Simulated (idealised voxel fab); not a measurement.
process module | voxel tone inversion
cross-section cut | 200 nm wide | cells 5 nm
A cross-section is a grid of square cells, given in bands from the top down. A band is one or more rows of cells.
Each band's line starts with the height of the band's top and of its bottom, in nm. Then come its materials from left to right, each with its width in nm. One material with "throughout" fills the band from edge to edge. "air" is empty space.
Height 0 is the level under which the wafer as received is all one material. The lowest band goes on downwards, as in "0 down".
A width such as "30 to 40" changes by the same amount from each row of cells to the next, from the band's top row to its bottom row.
"no change" after a step means that no cell of the cross-section changed.
closed voids: empty space of 8 cells or more with no open way to the top, each as width x height at its distance from the left edge, in nm
after a step's settings: what the simulator itself notes on the step
overlay nm, on a step with a mask: how far to the right of its planned place the mask lay; to the left if negative
plan
1 op RECEIVE | material Si
2 op CONFORMAL_DEP | material SiN | thk nm 5
3 op DIRECTIONAL_DEP | material aC | thk nm 20
4 op PATTERN | tone cover | mask id POSTS | material resist | width nm 25 | pitch nm 40 | thk nm 30 | overlay nm 0
5 op DIRECTIONAL_ETCH | etch materials aC | depth nm 20
6 op STRIP | etch materials resist
7 op FILL_DEP | material lowk | thk nm 10
8 op CMP | height nm 25
9 op STRIP | etch materials aC
10 op CONFORMAL_DEP | material TiN | thk nm 5
11 op FILL_DEP | material Cu | thk nm 10
12 op CMP | height nm 25
13 op CONFORMAL_DEP | material SiN | thk nm 5
as received, after step 1
  0 down: Si throughout
  closed voids: none
a wafer at the end: this start, this plan, one mistake
  30 to 25: SiN throughout
  25 to 10: Cu 40 | TiN 5 | lowk 25 | TiN 5 | Cu 5 | TiN 5 | lowk 25 | TiN 5 | Cu 5 | TiN 5 | lowk 25 | TiN 5 | Cu 45
  10 to 5: TiN 45 | lowk 25 | TiN 15 | lowk 25 | TiN 15 | lowk 25 | TiN 50
  5 to 0: SiN throughout
  0 down: Si throughout
  closed voids: none
what went wrong: step 4 ran as: op PATTERN | tone open | mask id POSTS | material resist | width nm 25 | pitch nm 40 | thk nm 30 | overlay nm 0
